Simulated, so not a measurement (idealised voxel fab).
voxel double patterning: a process module
We display cut, a cross-section 280 nm in width whose square cells are each 5 nm.
Heads up, the way a cross-section reads in here is a grid of square cells, handed over as bands from the top down, with every band being one or more rows of cells. It is stipulated that each band's entry specify, in nanometres, the height of the top of the band and then that of its bottom, followed by the materials of the band in left-to-right sequence, each together with its width in nanometres. A single material marked by the word "throughout" is understood to fill the band from edge to edge; the word "blank" is understood to denote empty space. For the purposes of this specification, 0 denotes the height below which the wafer in its as-received condition is composed wholly of one material, and the lowermost band, lacking a lower limit, extends downward without end, as expressed in "0 nm and below". Width: "30 to 40" (first number = top row, second number = bottom row, same change from row to row of cells). Where a step carries "everything unchanged", the cross-section came out of it unchanged, cell for cell. "Fully sealed voids" lists enclosed empty spaces (at least 8 cells, no open path upward to the top), each as width x height at distance from the left edge, in nm. Read whatever lies past the settings on a step's line as the simulator's own remark about the step. For masked steps, "overlay nm" on the step line gives how far right of plan the mask actually lay; a minus sign means it lay to the left.

**This section lists the process steps that were planned**
1 RECEIVE (material Si)
2 CONFORMAL_DEP (material SiO2; thk nm 5)
3 DIRECTIONAL_DEP (material W; thk nm 10)
4 DIRECTIONAL_DEP (material SiN; thk nm 5)
5 MASKED_ETCH (tone open; mask id FIRST; width nm 15; pitch nm 50; etch materials SiN; depth nm 10; overlay nm 0)
6 PATTERN (tone open; mask id SECOND; material resist; width nm 15; pitch nm 50; thk nm 15; overlay nm 0)
7 DIRECTIONAL_ETCH (etch materials SiN; depth nm 10)
8 STRIP (etch materials resist)
9 DIRECTIONAL_ETCH (etch materials W; depth nm 10)
10 STRIP (etch materials SiN)
Variable across wafers: step 4 thk nm (plan value is that of the first wafer; starting state common to all).

**The first of several wafers, as received after step 1, seen in section**
> 0 nm and below = Si throughout
> Fully sealed voids: none

**Where each wafer stands at the end of the module, a row apiece: cells of each material gained (+) or lost (-) since it was received, then closed voids**
thk nm 5 | +56 SiO2 | +82 W | Fully sealed voids: none
thk nm 10 | +56 SiO2 | +82 W | Fully sealed voids: none
thk nm 15 | +56 SiO2 | +112 W | Fully sealed voids: none
thk nm 20 | +56 SiO2 | +112 W | Fully sealed voids: none
thk nm 25 | +56 SiO2 | +112 W | Fully sealed voids: none
